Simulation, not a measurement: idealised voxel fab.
process module | voxel air gaps
cross-section cut | 245 nm wide | cells 5 nm
A cross-section is a grid of square cells, given in bands from the top down. A band is one or more rows of cells.
Each band's line starts with the height of the band's top and of its bottom, in nm. Then come its materials from left to right, each with its width in nm. One material with "throughout" fills the band from edge to edge. "air" is empty space.
Height 0 is the level under which the wafer as received is all one material. The lowest band goes on downwards, as in "0 down".
A width such as "30 to 40" changes by the same amount from each row of cells to the next, from the band's top row to its bottom row.
"no change" after a step means that no cell of the cross-section changed.
closed voids: empty space of 8 cells or more with no open way to the top, each as width x height at its distance from the left edge, in nm
after a step's settings: what the simulator itself notes on the step
overlay nm, on a step with a mask: how far to the right of its planned place the mask lay; to the left if negative
plan
1 op RECEIVE | material Si
2 op CONFORMAL_DEP | material SiO2 | thk nm 15
3 op CONFORMAL_DEP | material SiN | thk nm 5
4 op DIRECTIONAL_DEP | material lowk | thk nm 30
5 op DIRECTIONAL_DEP | material aC | thk nm 15
6 op PATTERN | tone open | mask id LINES | material resist | width nm 25 | pitch nm 55 | thk nm 30 | overlay nm 0
7 op DIRECTIONAL_ETCH | etch materials aC | depth nm 15
8 op STRIP | etch materials resist
9 op DIRECTIONAL_ETCH | etch materials lowk | depth nm 30
10 op STRIP | etch materials aC
11 op CONFORMAL_DEP | material TiN | thk nm 5
12 op FILL_DEP | material W | thk nm 10
13 op CMP | height nm 50
14 op EPI | material Ru | thk nm 10
15 op SELECTIVE_ETCH | etch materials lowk | depth nm 40
16 op CONFORMAL_DEP | material SiN | thk nm 5
as received, after step 1
  0 down: Si throughout
  closed voids: none
a wafer at the end: this start, this plan, one mistake
  80 to 75: SiN throughout
  75 to 65: Ru throughout
  65 to 55: W throughout
  55 to 50: TiN 60 | W 15 | TiN 40 | W 15 | TiN 40 | W 15 | TiN 60
  50 to 25: lowk 55 | TiN 5 | W 15 | TiN 5 | lowk 30 | TiN 5 | W 15 | TiN 5 | lowk 30 | TiN 5 | W 15 | TiN 5 | lowk 55
  25 to 20: lowk 55 | TiN 25 | lowk 30 | TiN 25 | lowk 30 | TiN 25 | lowk 55
  20 to 15: SiN throughout
  15 to 0: SiO2 throughout
  0 down: Si throughout
  closed voids: none
what went wrong: step 13 was left out
